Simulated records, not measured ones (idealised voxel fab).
Module name: voxel ribs on slabs (process module)
The figure presents cross-section cut, which has a width of 145 nm and is divided into square cells with an edge length of 5 nm.
A cross-section in this document is a grid of square cells, and it is written down as bands, the top band listed before the ones below it; a band is made up of one or more rows of cells.
Each band's line starts with the height of the band's top and of its bottom, in nm. Then come its materials from left to right, each with its width in nm. One material with "all across" fills the band from edge to edge. "blank" is empty space.
We count height from 0. Below that, the starting wafer is all one material. The lowest band never ends at the bottom but goes on down; see "0 down" for how that is written.
The width entry "30->40" should be interpreted row by row: the top row of cells in the band takes the first number, the bottom row takes the second number, and the change between adjacent rows is uniform throughout.
Where a step carries "nothing changed", the cross-section came out of it unchanged, cell for cell.
Closed-off voids of 8+ cells (no open route to the top) go in "Fully enclosed voids", written width x height at distance from the left edge, in nm.
Anything after a step's settings on that line? It's the simulator's own note about the step.
"overlay nm" on a masked step: distance the mask lay right of its planned place, negative for left.

## Steps planned for the process
1 RECEIVE with material Si
2 DIRECTIONAL_DEP with material SiO2, thk nm 20
3 DIRECTIONAL_DEP with material polySi, thk nm 20
4 DIRECTIONAL_DEP with material aC, thk nm 15
5 PATTERN with tone cover, mask id RIB, material resist, width nm 15, thk nm 35, overlay nm 0
6 DIRECTIONAL_ETCH with etch materials aC, depth nm 15
7 STRIP with etch materials resist
8 DIRECTIONAL_ETCH with etch materials polySi, depth nm 15
9 STRIP with etch materials aC
10 PATTERN with tone cover, mask id SLAB, material resist, width nm 65, thk nm 20, overlay nm 0
11 DIRECTIONAL_ETCH with etch materials polySi, depth nm 5
12 STRIP with etch materials resist
13 FILL_DEP with material SiO2, thk nm 20
14 CMP with height nm 50
15 DIRECTIONAL_DEP with material W, thk nm 5
16 MASKED_ETCH with tone cover, mask id HEATER, width nm 25, etch materials W, depth nm 5, overlay nm 0
17 CONFORMAL_DEP with material SiN, thk nm 5

## First of two wafers: run as planned

## Wafer cross-section on receipt, i.e. after step 1
    0 down | Si all across
    Fully enclosed voids: none

## Step 2 complete: cross-section through the wafer
    20 to 0 | SiO2 all across
    Everything under 0 stays put, no change at all.

## Step 3 complete: cross-section through the wafer
    40 to 20 | polySi all across
    Everything under 20 stays put, no change at all.

## Step 4 complete: cross-section through the wafer
    55 to 40 | aC all across
    Everything under 40 stays put, no change at all.

## Step 5 complete: cross-section through the wafer
    90 to 55 | 65 blank; 15 resist; 65 blank
    Everything under 55 stays put, no change at all.

## Step 6 complete: cross-section through the wafer
    75 to 55 | 65 blank; 15 resist; 65 blank
    55 to 40 | 65 blank; 15 aC; 65 blank
    Everything under 40 stays put, no change at all.

## Step 7 complete: cross-section through the wafer
    55 to 40 | 65 blank; 15 aC; 65 blank
    Everything under 40 stays put, no change at all.

## Step 8 complete: cross-section through the wafer
    55 to 40 | 65 blank; 15 aC; 65 blank
    40 to 25 | 65 blank; 15 polySi; 65 blank
    Everything under 25 stays put, no change at all.

## Step 9 complete: cross-section through the wafer
    40 to 25 | 65 blank; 15 polySi; 65 blank
    Everything under 25 stays put, no change at all.

## Step 10 complete: cross-section through the wafer
    60 to 40 | 40 blank; 65 resist; 40 blank
    40 to 25 | 40 blank; 25 resist; 15 polySi; 25 resist; 40 blank
    Everything under 25 stays put, no change at all.

## Step 11 complete: cross-section through the wafer
    60 to 40 | 40 blank; 65 resist; 40 blank
    40 to 25 | 40 blank; 25 resist; 15 polySi; 25 resist; 40 blank
    25 to 20 | 40 blank; 65 polySi; 40 blank
    Everything under 20 stays put, no change at all.

## Step 12 complete: cross-section through the wafer
    40 to 25 | 65 blank; 15 polySi; 65 blank
    Everything under 25 stays put, no change at all.

## Step 13 complete: cross-section through the wafer
    60 to 40 | SiO2 all across
    40 to 25 | 65 SiO2; 15 polySi; 65 SiO2
    25 to 20 | 40 SiO2; 65 polySi; 40 SiO2
    Everything under 20 stays put, no change at all.

## Step 14 complete: cross-section through the wafer
    50 to 40 | SiO2 all across
    Everything under 40 stays put, no change at all.

## Step 15 complete: cross-section through the wafer
    55 to 50 | W all across
    Everything under 50 stays put, no change at all.

## Step 16 complete: cross-section through the wafer
    55 to 50 | 60 blank; 25 W; 60 blank
    Everything under 50 stays put, no change at all.

## Step 17 complete: cross-section through the wafer
    60 to 55 | 55 blank; 35 SiN; 55 blank
    55 to 50 | 60 SiN; 25 W; 60 SiN
    Everything under 50 stays put, no change at all.

## Second wafer. Start and plan as for the first. One mistake made in running. Agrees with the first up to and including step 2

## Second wafer, sectioned view, at step 3's planned end time
    60 to 20 | polySi all across
    Everything under 20 stays put, no change at all.

## Second wafer, sectioned view, at step 4's planned end time
    75 to 60 | aC all across
    Everything under 60 stays put, no change at all.

## Second wafer, sectioned view, at step 5's planned end time
    110 to 75 | 65 blank; 15 resist; 65 blank
    Everything under 75 stays put, no change at all.

## Second wafer, sectioned view, at step 6's planned end time
    95 to 75 | 65 blank; 15 resist; 65 blank
    75 to 60 | 65 blank; 15 aC; 65 blank
    Everything under 60 stays put, no change at all.

## Second wafer, sectioned view, at step 7's planned end time
    75 to 60 | 65 blank; 15 aC; 65 blank
    Everything under 60 stays put, no change at all.

## Second wafer, sectioned view, at step 8's planned end time
    75 to 60 | 65 blank; 15 aC; 65 blank
    60 to 45 | 65 blank; 15 polySi; 65 blank
    Everything under 45 stays put, no change at all.

## Second wafer, sectioned view, at step 9's planned end time
    60 to 45 | 65 blank; 15 polySi; 65 blank
    Everything under 45 stays put, no change at all.

## Second wafer, sectioned view, at step 10's planned end time
    80 to 60 | 40 blank; 65 resist; 40 blank
    60 to 45 | 40 blank; 25 resist; 15 polySi; 25 resist; 40 blank
    Everything under 45 stays put, no change at all.

## Second wafer, sectioned view, at step 11's planned end time
    80 to 60 | 40 blank; 65 resist; 40 blank
    60 to 45 | 40 blank; 25 resist; 15 polySi; 25 resist; 40 blank
    45 to 40 | 40 blank; 65 polySi; 40 blank
    Everything under 40 stays put, no change at all.

## Second wafer, sectioned view, at step 12's planned end time
    60 to 45 | 65 blank; 15 polySi; 65 blank
    Everything under 45 stays put, no change at all.

## Second wafer, sectioned view, at step 13's planned end time
    80 to 60 | SiO2 all across
    60 to 45 | 65 SiO2; 15 polySi; 65 SiO2
    45 to 40 | 40 SiO2; 65 polySi; 40 SiO2
    Everything under 40 stays put, no change at all.

## Second wafer, sectioned view, at step 14's planned end time
    50 to 40 | 65->40 SiO2; 15->65 polySi; 65->40 SiO2
    Everything under 40 stays put, no change at all.

## Second wafer, sectioned view, at step 15's planned end time
    55 to 50 | W all across
    Everything under 50 stays put, no change at all.

## Second wafer, sectioned view, at step 16's planned end time
    55 to 50 | 60 blank; 25 W; 60 blank
    Everything under 50 stays put, no change at all.

## Second wafer, sectioned view, at step 17's planned end time
    60 to 55 | 55 blank; 35 SiN; 55 blank
    55 to 50 | 60 SiN; 25 W; 60 SiN
    Everything under 50 stays put, no change at all.
Processing error: step 3 of the plan was twice carried out
Upon completion, the second wafer contains, in terms of cells, a greater or smaller amount of certain materials than the first wafer: SiO2: 110 fewer | polySi: 110 more
